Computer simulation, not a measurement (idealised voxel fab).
process module | voxel ribs on slabs
The cross-section on display is named cut; it measures 155 nm wide, and its cells are 5 nm squares.
Cross-section layout: square cells on a grid; listed as bands, top to bottom; a band spans one or more cell rows.
For a band, the entry starts with two heights in nm, that of the top and then that of the bottom, and carries on with the band's materials in order from left to right, each alongside its width in nm; the word "everywhere" beside a single material means it fills the band edge to edge, and "empty" means empty space.
Where do heights start? At 0: under that level the wafer as delivered is made of one material only. And the lowest band has no floor; it just carries on downward, as in "from 0 down".
It should be noted that a width expressed as "30 to 40" varies in equal increments from row to row of cells within the band, taking the value of the first number at the top row and that of the second number at the bottom row.
Any step labelled "no modification" changed none of the cells in the cross-section.
"Enclosed internal cavities" - sealed voids, min. 8 cells, no opening to top; format: width x height at distance (distance from left edge; nm throughout).
Formally, on a step line, whatever follows the settings is a remark that the simulator itself makes on the step.
overlay nm: for a step with a mask, the amount by which the mask lay right of where it was planned; a negative amount means left of it.

STEPS PLANNED FOR THE PROCESS
1. RECEIVE,material Si
2. DIRECTIONAL_DEP,material SiO2,thk nm 20
3. DIRECTIONAL_DEP,material SiN,thk nm 25
4. PATTERN,tone cover,mask id RIB,material resist,width nm 30,thk nm 20,overlay nm 0
5. DIRECTIONAL_ETCH,etch materials SiN,depth nm 15
6. STRIP,etch materials resist
7. MASKED_ETCH,tone cover,mask id SLAB,width nm 90,etch materials SiN,depth nm 10,overlay nm 0
8. FILL_DEP,material SiO2,thk nm 15
9. CMP,height nm 55
10. DIRECTIONAL_DEP,material W,thk nm 10
11. PATTERN,tone cover,mask id HEATER,material resist,width nm 40,thk nm 20,overlay nm 0
12. DIRECTIONAL_ETCH,etch materials W,depth nm 10
13. STRIP,etch materials resist
14. CONFORMAL_DEP,material SiO2,thk nm 5

HERE'S WHAT THE WAFER LOOKED LIKE IN CROSS-SECTION WHEN IT ARRIVED - THAT'S AFTER STEP 1
> from 0 down  Si everywhere
> Enclosed internal cavities: none

FIGURE: CROSS-SECTIONAL VIEW OF THE WAFER UPON COMPLETION OF THE MODULE, PROCESSED FROM THE INITIAL STATE AND ACCORDING TO THE PLAN DEPICTED ABOVE, WITH ONE ERROR INTRODUCED DURING EXECUTION
> from 65 to 60  50 nm empty | 50 nm SiO2 | 55 nm empty
> from 60 to 55  55 nm SiO2 | 40 nm W | 60 nm SiO2
> from 55 to 45  SiO2 everywhere
> from 45 to 30  60 nm SiO2 | 30 nm SiN | 65 nm SiO2
> from 30 to 20  30 nm SiO2 | 90 nm SiN | 35 nm SiO2
> from 20 to 0  SiO2 everywhere
> from 0 down  Si everywhere
> Enclosed internal cavities: none
Plan not followed: step 10 went in with a setting other than planned; the actual run was DIRECTIONAL_DEP,material W,thk nm 5
